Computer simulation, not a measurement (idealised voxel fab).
You're looking at the process module voxel ribs on slabs.
Displayed cross-section: cut, width of 280 nm, square cells sized 5 nm.
Cross-section spec: square-cell grid; bands listed top down; each band is one or more rows. Heads up on the band format: heights come first, top then bottom, in nm. After that it's the materials left to right, each with its width in nm. A single material flagged "everywhere" fills the whole band edge to edge, and "empty" means there's empty space there. Ref level 0: as-received wafer is one material below here. Bottom band extends down with no lower bound ("0 nm and below"). With a width like "30->40", each row of cells in the band differs from the next by the same amount, the top row carrying the first number and the bottom row the second. "nothing different" means the step left every cell of the cross-section as it was. "Enclosed internal cavities" lists enclosed empty spaces (at least 8 cells, no open path upward to the top), each as width x height at distance from the left edge, in nm. On a step's line, text after the settings is the simulator commenting on that step. The setting "overlay nm" may be written on the line of a step. When the step uses a mask, the value reports how far to the right of the planned place the mask lay, and a negative value reports that it lay to the left.
[Steps planned for the process]
1 RECEIVE, material Si
2 DIRECTIONAL_DEP, material SiO2, thk nm 30
3 DIRECTIONAL_DEP, material polySi, thk nm 20
4 DIRECTIONAL_DEP, material aC, thk nm 15
5 PATTERN, tone cover, mask id RIB, material resist, width nm 30, thk nm 30, overlay nm 0
6 DIRECTIONAL_ETCH, etch materials aC, depth nm 15
7 STRIP, etch materials resist
8 DIRECTIONAL_ETCH, etch materials polySi, depth nm 15
9 STRIP, etch materials aC
10 DIRECTIONAL_DEP, material aC, thk nm 15
11 PATTERN, tone cover, mask id SLAB, material resist, width nm 70, thk nm 30, overlay nm 0
12 DIRECTIONAL_ETCH, etch materials aC, depth nm 15
13 STRIP, etch materials resist
14 DIRECTIONAL_ETCH, etch materials polySi, depth nm 5
15 STRIP, etch materials aC
16 FILL_DEP, material SiO2, thk nm 30
17 CMP, height nm 70
18 DIRECTIONAL_DEP, material TiN, thk nm 10
19 DIRECTIONAL_DEP, material aC, thk nm 15
20 PATTERN, tone cover, mask id HEATER, material resist, width nm 40, thk nm 35, overlay nm 0
21 DIRECTIONAL_ETCH, etch materials aC, depth nm 15
22 STRIP, etch materials resist
23 DIRECTIONAL_ETCH, etch materials TiN, depth nm 10
24 STRIP, etch materials aC
25 CONFORMAL_DEP, material SiO2, thk nm 5
[Cross-sectional view of the wafer in its as-received condition, corresponding to the state after step 1]
> 0 nm and below | Si everywhere
> Enclosed internal cavities: none
[Looking at the first of two wafers in cross-section at end of module - ran to plan]
> 85 nm to 80 nm | empty 115  SiO2 50  empty 115
> 80 nm to 75 nm | empty 115  SiO2 5  TiN 40  SiO2 5  empty 115
> 75 nm to 70 nm | SiO2 120  TiN 40  SiO2 120
> 70 nm to 50 nm | SiO2 everywhere
> 50 nm to 35 nm | SiO2 125  polySi 30  SiO2 125
> 35 nm to 30 nm | SiO2 105  polySi 70  SiO2 105
> 30 nm to 0 nm | SiO2 everywhere
> 0 nm and below | Si everywhere
> Enclosed internal cavities: none
[Now the second wafer, cross-sectioned at the end of the module. Nothing different at the start, nothing different in the plan compared with the first, just one mistake when it was actually run]
> 85 nm to 80 nm | empty 105  SiO2 50  empty 125
> 80 nm to 75 nm | empty 105  SiO2 5  TiN 40  SiO2 5  empty 125
> 75 nm to 70 nm | SiO2 110  TiN 40  SiO2 130
> 70 nm to 50 nm | SiO2 everywhere
> 50 nm to 35 nm | SiO2 125  polySi 30  SiO2 125
> 35 nm to 30 nm | SiO2 105  polySi 70  SiO2 105
> 30 nm to 0 nm | SiO2 everywhere
> 0 nm and below | Si everywhere
> Enclosed internal cavities: none
Here's what went sideways: so step 20 ended up running with a different setting than we planned, it ran as PATTERN, tone cover, mask id HEATER, material resist, width nm 40, thk nm 35, overlay nm -10
Heads up: at the end the two wafers have identical cell counts per material, they're just laid out differently.
